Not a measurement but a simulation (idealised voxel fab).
A process module follows: voxel capacitor over wiring.
The width of the displayed cross-section, cut, is 145 nm; its cells are square, with a size of 5 nm.
For the purposes of this document, a cross-section shall be understood as a grid of square cells, specified as bands listed in top-to-bottom order, each band consisting of one or more rows of cells.
This entry defines a band. It first specifies the height of the band's top and the height of its bottom in nm, and then specifies the band's materials from left to right, stating each material with its width in nm. The word "full width" identifies a single material that fills the band from edge to edge, while the word "air" identifies empty space.
Heights are measured from 0, the level below which the as-received wafer is all one material; the lowest band has no bottom and continues downward, written as in "0 and below".
A two-number width, for instance "30..40", indicates that the width is equal to the first number in the top row of the band and to the second number in the bottom row, and that it changes by a constant amount per row of cells.
Where a step carries "no modification", the cross-section came out of it unchanged, cell for cell.
Reported under the label "Listed closed voids" are the empty spaces having no open way to the top and comprising 8 cells or more; the notation for each is width x height at distance, in which the distance is measured from the left edge and all three values are in nm.
Step line, after settings: the simulator's comment on this step.
Regarding "overlay nm": on a step with a mask, it is the distance the mask lay to the right of its planned place; a negative value places it to the left.

This section lists the process steps that were planned
step 1: RECEIVE with material Si
step 2: CONFORMAL_DEP with material SiO2, thk nm 10
step 3: CONFORMAL_DEP with material SiN, thk nm 5
step 4: DIRECTIONAL_DEP with material SiO2, thk nm 15
step 5: MASKED_ETCH with tone open, mask id METAL_1, width nm 20, pitch nm 85, etch materials SiO2, depth nm 15, overlay nm 0
step 6: MASKED_ETCH with tone open, mask id METAL_1, width nm 20, pitch nm 85, etch materials SiN, depth nm 5, overlay nm 0
step 7: CONFORMAL_DEP with material TiN, thk nm 5
step 8: FILL_DEP with material W, thk nm 10
step 9: CMP with height nm 30
step 10: CONFORMAL_DEP with material SiCN, thk nm 5
step 11: DIRECTIONAL_DEP with material SiO2, thk nm 20
step 12: DIRECTIONAL_DEP with material aC, thk nm 10
step 13: PATTERN with tone open, mask id PLUG_1, material resist, width nm 15, thk nm 25, overlay nm 0
step 14: DIRECTIONAL_ETCH with etch materials aC, depth nm 10
step 15: STRIP with etch materials resist
step 16: DIRECTIONAL_ETCH with etch materials SiO2, depth nm 20
step 17: DIRECTIONAL_ETCH with etch materials SiCN, depth nm 5
step 18: STRIP with etch materials aC
step 19: EPI with material Ru, thk nm 10
step 20: EPI with material Ru, thk nm 10
step 21: EPI with material Ru, thk nm 5
step 22: DIRECTIONAL_DEP with material TiN, thk nm 5
step 23: DIRECTIONAL_DEP with material SiN, thk nm 5
step 24: DIRECTIONAL_DEP with material TiN, thk nm 10
step 25: MASKED_ETCH with tone cover, mask id UPPER_PLATE, width nm 70, etch materials TiN, depth nm 10, overlay nm 0
step 26: MASKED_ETCH with tone cover, mask id UPPER_PLATE, width nm 60, etch materials SiN, depth nm 5, overlay nm 0
step 27: DIRECTIONAL_DEP with material aC, thk nm 15
step 28: PATTERN with tone cover, mask id LOWER_PLATE, material resist, width nm 80, thk nm 35, overlay nm 0
step 29: DIRECTIONAL_ETCH with etch materials aC, depth nm 15
step 30: STRIP with etch materials resist
step 31: DIRECTIONAL_ETCH with etch materials TiN, depth nm 5
step 32: STRIP with etch materials aC
step 33: FILL_DEP with material SiO2, thk nm 15
step 34: CMP with height nm 85
step 35: MASKED_ETCH with tone open, mask id PLUG_2, width nm 15, etch materials SiO2, depth nm 10, overlay nm 0
step 36: CONFORMAL_DEP with material TiN, thk nm 5
step 37: FILL_DEP with material Cu, thk nm 5
step 38: CMP with height nm 85
step 39: CONFORMAL_DEP with material SiCN, thk nm 5
All wafers enter the flow in the same state. The width nm at step 26 differs from wafer to wafer, and the plan gives the value for the first wafer.

First wafer as received, after step 1
- 0 and below | Si full width
- Listed closed voids: none

Cross-section of the first of several wafers, taken after step 39, where the module ends
- 90 down to 85 | SiCN full width
- 85 down to 80 | SiO2 35 nm | TiN 5 nm | Cu 5 nm | TiN 5 nm | SiO2 95 nm
- 80 down to 75 | SiO2 35 nm | TiN 15 nm | SiO2 95 nm
- 75 down to 65 | SiO2 25 nm | TiN 70 nm | SiO2 50 nm
- 65 down to 60 | SiO2 25 nm | SiN 70 nm | SiO2 50 nm
- 60 down to 55 | SiO2 20 nm | TiN 80 nm | SiO2 45 nm
- 55 down to 35 | SiO2 25 nm | Ru 15 nm | SiO2 105 nm
- 35 down to 30 | SiCN 25 nm | Ru 15 nm | SiCN 105 nm
- 30 down to 15 | SiO2 20 nm | TiN 5 nm | W 10 nm | TiN 5 nm | SiO2 65 nm | TiN 5 nm | W 10 nm | TiN 5 nm | SiO2 20 nm
- 15 down to 10 | SiN 20 nm | TiN 20 nm | SiN 65 nm | TiN 20 nm | SiN 20 nm
- 10 down to 0 | SiO2 full width
- 0 and below | Si full width
- Listed closed voids: none

X-section, last wafer, module end
- 90 down to 85 | SiCN full width
- 85 down to 80 | SiO2 35 nm | TiN 5 nm | Cu 5 nm | TiN 5 nm | SiO2 95 nm
- 80 down to 75 | SiO2 35 nm | TiN 15 nm | SiO2 95 nm
- 75 down to 65 | SiO2 25 nm | TiN 70 nm | SiO2 50 nm
- 65 down to 60 | SiO2 20 nm | SiN 85 nm | SiO2 40 nm
- 60 down to 55 | SiO2 20 nm | TiN 85 nm | SiO2 40 nm
- 55 down to 35 | SiO2 25 nm | Ru 15 nm | SiO2 105 nm
- 35 down to 30 | SiCN 25 nm | Ru 15 nm | SiCN 105 nm
- 30 down to 15 | SiO2 20 nm | TiN 5 nm | W 10 nm | TiN 5 nm | SiO2 65 nm | TiN 5 nm | W 10 nm | TiN 5 nm | SiO2 20 nm
- 15 down to 10 | SiN 20 nm | TiN 20 nm | SiN 65 nm | TiN 20 nm | SiN 20 nm
- 10 down to 0 | SiO2 full width
- 0 and below | Si full width
- Listed closed voids: none

Take any row and you have a wafer at the end of the module: how many cells of each material it has gained (+) or lost (-) since it was received, and then its closed voids
width nm 60; +1 Cu; +15 Ru; +55 SiCN; +35 SiN; +335 SiO2; +69 TiN; +12 W; Listed closed voids: none
width nm 65; +1 Cu; +15 Ru; +55 SiCN; +35 SiN; +335 SiO2; +69 TiN; +12 W; Listed closed voids: none
width nm 70; +1 Cu; +15 Ru; +55 SiCN; +35 SiN; +335 SiO2; +69 TiN; +12 W; Listed closed voids: none
width nm 75; +1 Cu; +15 Ru; +55 SiCN; +36 SiN; +334 SiO2; +69 TiN; +12 W; Listed closed voids: none
width nm 80; +1 Cu; +15 Ru; +55 SiCN; +37 SiN; +333 SiO2; +69 TiN; +12 W; Listed closed voids: none
width nm 85; +1 Cu; +15 Ru; +55 SiCN; +38 SiN; +331 SiO2; +70 TiN; +12 W; Listed closed voids: none
